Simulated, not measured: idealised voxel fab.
Documented hereafter: the process module known as voxel transistor to metal.
Pictured: cross-section cut, 165 nm wide, on a grid of 5 nm square cells.
Just so we're on the same page, the cross-sections are grids of square cells, and they're listed out in bands top to bottom, each band one or more rows deep. A band entry consists of two parts. The first gives the height of the band's top and the height of its bottom, in nm. The rest lists the band's materials from left to right, each with its width in nm. A single material labelled with the word "full width" fills the band from edge to edge, and the word "empty" marks empty space. Heights from 0 (as-received wafer is one material below). Bottom band endless downward, as "0..down". The width entry "30->40" should be interpreted row by row: the top row of cells in the band takes the first number, the bottom row takes the second number, and the change between adjacent rows is uniform throughout. Any step labelled "everything unchanged" changed none of the cells in the cross-section. So "Voids, sealed" is basically the list of trapped voids: any empty space of 8 cells or more that can't reach the top through an opening. They're written width x height at distance, the distance being from the left edge, and it's all nm. Read whatever lies past the settings on a step's line as the simulator's own remark about the step. Regarding "overlay nm": on a step with a mask, it is the distance the mask lay to the right of its planned place; a negative value places it to the left.

## These are the steps we planned for the process
1) op RECEIVE | material Si
2) op OXIDIZE | depth nm 5
3) op CONFORMAL_DEP | material SiN | thk nm 15
4) op MASKED_ETCH | tone cover | mask id ACTIVE | width nm 105 | etch materials SiN | depth nm 15 | overlay nm 0
5) op MASKED_ETCH | tone cover | mask id ACTIVE | width nm 105 | etch materials SiO2 | depth nm 5 | overlay nm 0
6) op MASKED_ETCH | tone cover | mask id ACTIVE | width nm 105 | etch materials Si | depth nm 35 | overlay nm 0
7) op FILL_DEP | material SiO2 | thk nm 10
8) op CMP | height nm 15
9) op SELECTIVE_ETCH | etch materials SiO2 | depth nm 15
10) op STRIP | etch materials SiN
11) op SELECTIVE_ETCH | etch materials SiO2 | depth nm 5
12) op OXIDIZE | depth nm 5
13) op DIRECTIONAL_DEP | material polySi | thk nm 20
14) op DIRECTIONAL_DEP | material SiCN | thk nm 15
15) op PATTERN | tone cover | mask id GATE | material resist | width nm 15 | thk nm 15 | overlay nm 0
16) op DIRECTIONAL_ETCH | etch materials SiCN | depth nm 25
17) op DIRECTIONAL_ETCH | etch materials polySi | depth nm 30
18) op STRIP | etch materials resist
19) op CONFORMAL_DEP | material SiN | thk nm 5
20) op DIRECTIONAL_ETCH | etch materials SiN | depth nm 5
21) op DIRECTIONAL_ETCH | etch materials SiO2 | depth nm 5
22) op DIRECTIONAL_ETCH | etch materials Si | depth nm 15
23) op EPI | material SiGe | thk nm 15
24) op FILL_DEP | material SiO2 | thk nm 5
25) op CMP | height nm 30
26) op DIRECTIONAL_DEP | material SiO2 | thk nm 10
27) op DIRECTIONAL_DEP | material aC | thk nm 10
28) op PATTERN | tone open | mask id CONTACT | material resist | width nm 20 | pitch nm 75 | thk nm 25 | overlay nm 0
29) op DIRECTIONAL_ETCH | etch materials aC | depth nm 10
30) op STRIP | etch materials resist
31) op DIRECTIONAL_ETCH | etch materials SiO2 | depth nm 50
32) op STRIP | etch materials aC
33) op CONFORMAL_DEP | material TiN | thk nm 5
34) op FILL_DEP | material Ru | thk nm 5
35) op CMP | height nm 40
36) op DIRECTIONAL_DEP | material TiN | thk nm 5
37) op DIRECTIONAL_DEP | material Ru | thk nm 25
38) op PATTERN | tone cover | mask id METAL_1 | material resist | width nm 20 | pitch nm 75 | thk nm 15 | overlay nm 0
39) op DIRECTIONAL_ETCH | etch materials Ru | depth nm 25
40) op DIRECTIONAL_ETCH | etch materials TiN | depth nm 5
41) op STRIP | etch materials resist
42) op CONFORMAL_DEP | material SiCN | thk nm 5
43) op FILL_DEP | material SiO2 | thk nm 10
44) op CMP | height nm 70
45) op CONFORMAL_DEP | material SiN | thk nm 5

## Cross-section of the wafer at receipt, which is the condition after step 1
> 0..down: Si full width
> Voids, sealed: none

## As-planned run: cross-section of the first of two wafers at end of module
> 75..70: SiN full width
> 70..45: 30 of SiO2; 5 of SiCN; 20 of Ru; 5 of SiCN; 45 of SiO2; 5 of SiCN; 20 of Ru; 5 of SiCN; 30 of SiO2
> 45..40: 35 of SiCN; 20 of TiN; 55 of SiCN; 20 of TiN; 35 of SiCN
> 40..30: 35 of SiO2; 5 of TiN; 10 of Ru; 5 of TiN; 55 of SiO2; 5 of TiN; 10 of Ru; 5 of TiN; 35 of SiO2
> 30..15: 35 of SiO2; 5 of TiN; 10 of Ru; 5 of TiN; 15 of SiO2; 5 of SiN; 15 of SiCN; 5 of SiN; 15 of SiO2; 5 of TiN; 10 of Ru; 5 of TiN; 35 of SiO2
> 15..5: 35 of SiO2; 5 of TiN; 10 of Ru; 5 of TiN; 15 of SiO2; 5 of SiN; 15 of polySi; 5 of SiN; 15 of SiO2; 5 of TiN; 10 of Ru; 5 of TiN; 35 of SiO2
> 5..-5: 35 of SiO2; 5 of TiN; 10 of Ru; 5 of TiN; 15 of SiGe; 5 of SiN; 15 of polySi; 5 of SiN; 15 of SiGe; 5 of TiN; 10 of Ru; 5 of TiN; 35 of SiO2
> -5..-10: 35 of SiO2; 20 of TiN; 15 of SiGe; 25 of SiO2; 15 of SiGe; 20 of TiN; 35 of SiO2
> -10..-25: 30 of SiO2; 40 of SiGe; 25 of Si; 40 of SiGe; 30 of SiO2
> -25..-40: 30 of SiO2; 105 of Si; 30 of SiO2
> -40..down: Si full width
> Voids, sealed: none

## Cross-sectional view of the second of two wafers upon completion of the module. This wafer shared its starting condition and process plan with the first; one error was made during its execution
> 65..60: SiN full width
> 60..45: 30 of SiO2; 5 of SiCN; 20 of Ru; 5 of SiCN; 45 of SiO2; 5 of SiCN; 20 of Ru; 5 of SiCN; 30 of SiO2
> 45..40: 35 of SiCN; 20 of TiN; 55 of SiCN; 20 of TiN; 35 of SiCN
> 40..30: 35 of SiO2; 5 of TiN; 10 of Ru; 5 of TiN; 55 of SiO2; 5 of TiN; 10 of Ru; 5 of TiN; 35 of SiO2
> 30..15: 35 of SiO2; 5 of TiN; 10 of Ru; 5 of TiN; 15 of SiO2; 5 of SiN; 15 of SiCN; 5 of SiN; 15 of SiO2; 5 of TiN; 10 of Ru; 5 of TiN; 35 of SiO2
> 15..5: 35 of SiO2; 5 of TiN; 10 of Ru; 5 of TiN; 15 of SiO2; 5 of SiN; 15 of polySi; 5 of SiN; 15 of SiO2; 5 of TiN; 10 of Ru; 5 of TiN; 35 of SiO2
> 5..-5: 35 of SiO2; 5 of TiN; 10 of Ru; 5 of TiN; 15 of SiGe; 5 of SiN; 15 of polySi; 5 of SiN; 15 of SiGe; 5 of TiN; 10 of Ru; 5 of TiN; 35 of SiO2
> -5..-10: 35 of SiO2; 20 of TiN; 15 of SiGe; 25 of SiO2; 15 of SiGe; 20 of TiN; 35 of SiO2
> -10..-25: 30 of SiO2; 40 of SiGe; 25 of Si; 40 of SiGe; 30 of SiO2
> -25..-40: 30 of SiO2; 105 of Si; 30 of SiO2
> -40..down: Si full width
> Voids, sealed: none
Run error: step 44 changed vs plan, executed as op CMP | height nm 60
Heads up, by the end the second wafer has more or fewer cells of some materials compared to the first: -16 Ru; -8 SiCN; -42 SiO2
